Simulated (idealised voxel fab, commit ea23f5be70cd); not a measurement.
Name of the process module below: voxel ribs on slabs
Displayed cross-section: cut, width of 165 nm, square cells sized 5 nm.
Cross-section, as written here: a square-cell grid given band by band from the top down, where a band holds one or more rows of cells.
Quick guide to a band line: top height, bottom height (nm) up front; then every material left to right with its width in nm. Only one material and it's marked "edge to edge"? Then it fills the band edge to edge. And "empty" just means empty space.
Height datum 0, below which the as-received substrate wafer is one material. Lowest band open at the bottom, running downward: "0 down".
A width given as "30->40" starts at the first number in the band's top row and ends at the second number in its bottom row, shifting by an equal amount at every step from row to row.
A step reported as "no change occurred" is a step in which no cell of the cross-section changed.
"Enclosed internal voids" lists enclosed empty spaces (at least 8 cells, no open path upward to the top), each as width x height at distance from the left edge, in nm.
Step line, after settings: the simulator's comment on this step.
"overlay nm", when on a step's line for a step with a mask, measures how far to the right of its planned place the mask lay; a negative measure means to the left.

**The following list gives the planned process steps**
1. RECEIVE | material Si
2. DIRECTIONAL_DEP | material SiO2 | thk nm 25
3. DIRECTIONAL_DEP | material SiN | thk nm 15
4. MASKED_ETCH | tone cover | mask id RIB | width nm 25 | etch materials SiN | depth nm 5 | overlay nm 0
5. PATTERN | tone cover | mask id SLAB | material resist | width nm 55 | thk nm 20 | overlay nm 0
6. DIRECTIONAL_ETCH | etch materials SiN | depth nm 10
7. STRIP | etch materials resist
8. FILL_DEP | material SiO2 | thk nm 15
9. CMP | height nm 50
10. DIRECTIONAL_DEP | material TiN | thk nm 5
11. PATTERN | tone cover | mask id HEATER | material resist | width nm 35 | thk nm 20 | overlay nm 0
12. DIRECTIONAL_ETCH | etch materials TiN | depth nm 5
13. STRIP | etch materials resist
14. CONFORMAL_DEP | material SiN | thk nm 10

**First out of two wafers; run went to plan**

**Cross-section of the wafer upon arrival, representing the state reached after step 1**
	0 down | Si edge to edge
	Enclosed internal voids: none

**Take a look at the wafer's cross-section after step 2**
	25 to 0 | SiO2 edge to edge
	Unchanged below 0.

**Take a look at the wafer's cross-section after step 3**
	40 to 25 | SiN edge to edge
	Unchanged below 25.

**Take a look at the wafer's cross-section after step 4**
	40 to 35 | empty 70 nm; SiN 25 nm; empty 70 nm
	Unchanged below 35.

**Take a look at the wafer's cross-section after step 5**
	60 to 40 | empty 55 nm; resist 55 nm; empty 55 nm
	40 to 35 | empty 55 nm; resist 15 nm; SiN 25 nm; resist 15 nm; empty 55 nm
	Unchanged below 35.

**Take a look at the wafer's cross-section after step 6**
	60 to 40 | empty 55 nm; resist 55 nm; empty 55 nm
	40 to 35 | empty 55 nm; resist 15 nm; SiN 25 nm; resist 15 nm; empty 55 nm
	35 to 25 | empty 55 nm; SiN 55 nm; empty 55 nm
	Unchanged below 25.

**Take a look at the wafer's cross-section after step 7**
	40 to 35 | empty 70 nm; SiN 25 nm; empty 70 nm
	Unchanged below 35.

**Take a look at the wafer's cross-section after step 8**
	55 to 40 | SiO2 edge to edge
	40 to 35 | SiO2 70 nm; SiN 25 nm; SiO2 70 nm
	35 to 25 | SiO2 55 nm; SiN 55 nm; SiO2 55 nm
	Unchanged below 25.

**Take a look at the wafer's cross-section after step 9**
	50 to 40 | SiO2 edge to edge
	Unchanged below 40.

**Take a look at the wafer's cross-section after step 10**
	55 to 50 | TiN edge to edge
	Unchanged below 50.

**Take a look at the wafer's cross-section after step 11**
	75 to 55 | empty 65 nm; resist 35 nm; empty 65 nm
	Unchanged below 55.

**Take a look at the wafer's cross-section after step 12**
	75 to 55 | empty 65 nm; resist 35 nm; empty 65 nm
	55 to 50 | empty 65 nm; TiN 35 nm; empty 65 nm
	Unchanged below 50.

**Take a look at the wafer's cross-section after step 13**
	55 to 50 | empty 65 nm; TiN 35 nm; empty 65 nm
	Unchanged below 50.

**Take a look at the wafer's cross-section after step 14**
	65 to 60 | empty 55 nm; SiN 55 nm; empty 55 nm
	60 to 55 | SiN edge to edge
	55 to 50 | SiN 65 nm; TiN 35 nm; SiN 65 nm
	Unchanged below 50.

**Wafer two of the pair: same origin, same plan, one error during the run; identical to wafer one up to and including step 3**

**What the second wafer looks like in cross-section when step 4 should have wrapped up**
	40 to 35 | empty 75 nm; SiN 20 nm; empty 70 nm
	Unchanged below 35.

**What the second wafer looks like in cross-section when step 5 should have wrapped up**
	60 to 40 | empty 55 nm; resist 55 nm; empty 55 nm
	40 to 35 | empty 55 nm; resist 20 nm; SiN 20 nm; resist 15 nm; empty 55 nm
	Unchanged below 35.

**What the second wafer looks like in cross-section when step 6 should have wrapped up**
	60 to 40 | empty 55 nm; resist 55 nm; empty 55 nm
	40 to 35 | empty 55 nm; resist 20 nm; SiN 20 nm; resist 15 nm; empty 55 nm
	35 to 25 | empty 55 nm; SiN 55 nm; empty 55 nm
	Unchanged below 25.

**What the second wafer looks like in cross-section when step 7 should have wrapped up**
	40 to 35 | empty 75 nm; SiN 20 nm; empty 70 nm
	Unchanged below 35.

**What the second wafer looks like in cross-section when step 8 should have wrapped up**
	55 to 40 | SiO2 edge to edge
	40 to 35 | SiO2 75 nm; SiN 20 nm; SiO2 70 nm
	35 to 25 | SiO2 55 nm; SiN 55 nm; SiO2 55 nm
	Unchanged below 25.

**What the second wafer looks like in cross-section when step 9 should have wrapped up**
	50 to 40 | SiO2 edge to edge
	Unchanged below 40.

**What the second wafer looks like in cross-section when step 10 should have wrapped up**
	55 to 50 | TiN edge to edge
	Unchanged below 50.

**What the second wafer looks like in cross-section when step 11 should have wrapped up**
	75 to 55 | empty 65 nm; resist 35 nm; empty 65 nm
	Unchanged below 55.

**What the second wafer looks like in cross-section when step 12 should have wrapped up**
	75 to 55 | empty 65 nm; resist 35 nm; empty 65 nm
	55 to 50 | empty 65 nm; TiN 35 nm; empty 65 nm
	Unchanged below 50.

**What the second wafer looks like in cross-section when step 13 should have wrapped up**
	55 to 50 | empty 65 nm; TiN 35 nm; empty 65 nm
	Unchanged below 50.

**What the second wafer looks like in cross-section when step 14 should have wrapped up**
	65 to 60 | empty 55 nm; SiN 55 nm; empty 55 nm
	60 to 55 | SiN edge to edge
	55 to 50 | SiN 65 nm; TiN 35 nm; SiN 65 nm
	Unchanged below 50.
What went wrong in running the wafer? step 4 went in with a setting other than planned; the actual run was MASKED_ETCH | tone cover | mask id RIB | width nm 20 | etch materials SiN | depth nm 5 | overlay nm 0
At the finish, the second wafer shows more or fewer cells for some materials than the first does: SiN: 1 fewer | SiO2: 1 more
